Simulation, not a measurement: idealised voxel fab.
You're looking at the process module voxel wiring stack.
FYI the section here is cut, 180 nm wide, cells are 5 nm squares.
This document writes a cross-section as a grid whose cells are square, and gives it as bands, listed from the top down; one or more rows of cells form a band. Heads up on the band format: heights come first, top then bottom, in nm. After that it's the materials left to right, each with its width in nm. A single material flagged "throughout" fills the whole band edge to edge, and "blank" means there's empty space there. Counting heights begins at 0, where everything beneath is, in the wafer as received, one material. The lowest band has no bottom; it goes on downwards, as "0 -> down" shows. With a width like "30 to 40", each row of cells in the band differs from the next by the same amount, the top row carrying the first number and the bottom row the second. Any step labelled "changes: none" changed none of the cells in the cross-section. "Internal closed voids" contains a list of empty spaces, each no smaller than 8 cells and without an open way to the top, written in the form width x height at distance with the distance from the left edge and all three in nm. Heads up: the bit after the settings on a step's line is the simulator's remark on that step. overlay nm: mask right of planned place by this much (step with mask). Neg. = left.

## Process steps - plan
step 1: op RECEIVE | material Si
step 2: op CONFORMAL_DEP | material SiO2 | thk nm 15
step 3: op DIRECTIONAL_DEP | material TiN | thk nm 5
step 4: op DIRECTIONAL_DEP | material W | thk nm 20
step 5: op DIRECTIONAL_DEP | material aC | thk nm 10
step 6: op PATTERN | tone cover | mask id METAL_1 | material resist | width nm 30 | pitch nm 60 | thk nm 25 | overlay nm 0
step 7: op DIRECTIONAL_ETCH | etch materials aC | depth nm 10
step 8: op STRIP | etch materials resist
step 9: op DIRECTIONAL_ETCH | etch materials W | depth nm 20
step 10: op DIRECTIONAL_ETCH | etch materials TiN | depth nm 5
step 11: op STRIP | etch materials aC
step 12: op FILL_DEP | material lowk | thk nm 5
step 13: op CMP | height nm 40
step 14: op CONFORMAL_DEP | material SiCN | thk nm 5
step 15: op DIRECTIONAL_DEP | material SiO2 | thk nm 20
step 16: op DIRECTIONAL_DEP | material aC | thk nm 15
step 17: op PATTERN | tone open | mask id PLUG_1 | material resist | width nm 15 | pitch nm 60 | thk nm 35 | overlay nm 0
step 18: op DIRECTIONAL_ETCH | etch materials aC | depth nm 15
step 19: op STRIP | etch materials resist
step 20: op DIRECTIONAL_ETCH | etch materials SiO2 | depth nm 20
step 21: op DIRECTIONAL_ETCH | etch materials SiCN | depth nm 5
step 22: op STRIP | etch materials aC
step 23: op EPI | material Ru | thk nm 10
step 24: op EPI | material Ru | thk nm 10
step 25: op EPI | material Ru | thk nm 5
step 26: op DIRECTIONAL_DEP | material TiN | thk nm 5
step 27: op DIRECTIONAL_DEP | material Ru | thk nm 15
step 28: op MASKED_ETCH | tone cover | mask id METAL_2 | width nm 30 | pitch nm 60 | etch materials Ru | depth nm 15 | overlay nm 0
step 29: op MASKED_ETCH | tone cover | mask id METAL_2 | width nm 30 | pitch nm 60 | etch materials TiN | depth nm 5 | overlay nm 0
step 30: op CONFORMAL_DEP | material SiCN | thk nm 5
step 31: op FILL_DEP | material lowk | thk nm 5
step 32: op CMP | height nm 85
step 33: op CONFORMAL_DEP | material SiCN | thk nm 5

## Cross-sectional view of the wafer in its as-received condition, corresponding to the state after step 1
- 0 -> down  Si throughout
- Internal closed voids: none

## Module complete - cross-section of the first of two wafers, run according to plan
- 90 -> 85  SiCN throughout
- 85 -> 70  lowk 10  SiCN 5  Ru 30  SiCN 5  lowk 20  SiCN 5  Ru 30  SiCN 5  lowk 20  SiCN 5  Ru 30  SiCN 5  lowk 10
- 70 -> 65  SiCN 15  TiN 30  SiCN 30  TiN 30  SiCN 30  TiN 30  SiCN 15
- 65 -> 45  SiO2 15  Ru 15  SiO2 45  Ru 15  SiO2 45  Ru 15  SiO2 30
- 45 -> 40  SiCN 15  Ru 15  SiCN 45  Ru 15  SiCN 45  Ru 15  SiCN 30
- 40 -> 20  lowk 15  W 30  lowk 30  W 30  lowk 30  W 30  lowk 15
- 20 -> 15  lowk 15  TiN 30  lowk 30  TiN 30  lowk 30  TiN 30  lowk 15
- 15 -> 0  SiO2 throughout
- 0 -> down  Si throughout
- Internal closed voids: none

## What the second wafer looks like in cross-section once the module is done. Its start and its plan matched the first wafer's exactly; what differed was one mistake in how it was run
- 90 -> 85  SiCN throughout
- 85 -> 80  SiCN 20  lowk 5  SiCN 5  TiN 15  SiCN 35  lowk 5  SiCN 5  TiN 15  SiCN 35  lowk 5  SiCN 5  TiN 15  SiCN 15
- 80 -> 70  aC 15  SiCN 5  lowk 5  SiCN 5  aC 45  SiCN 5  lowk 5  SiCN 5  aC 45  SiCN 5  lowk 5  SiCN 5  aC 30
- 70 -> 65  aC 15  SiCN 15  aC 45  SiCN 15  aC 45  SiCN 15  aC 30
- 65 -> 50  SiO2 15  Ru 15  SiO2 45  Ru 15  SiO2 45  Ru 15  SiO2 30
- 50 -> 45  SiO2 15  TiN 15  SiO2 45  TiN 15  SiO2 45  TiN 15  SiO2 30
- 45 -> 40  SiCN 15  Ru 15  SiCN 45  Ru 15  SiCN 45  Ru 15  SiCN 30
- 40 -> 20  lowk 15  Ru 30  lowk 30  Ru 30  lowk 30  Ru 30  lowk 15
- 20 -> 15  lowk 15  TiN 30  lowk 30  TiN 30  lowk 30  TiN 30  lowk 15
- 15 -> 0  SiO2 throughout
- 0 -> down  Si throughout
- Internal closed voids: none
Misprocessing identified: the process deviated at step 22: the operation and settings actually run there were op STRIP | etch materials W
Final cells, second wafer relative to first, materials higher or lower: Ru +9, SiCN +9, W -72, aC +81, lowk -27
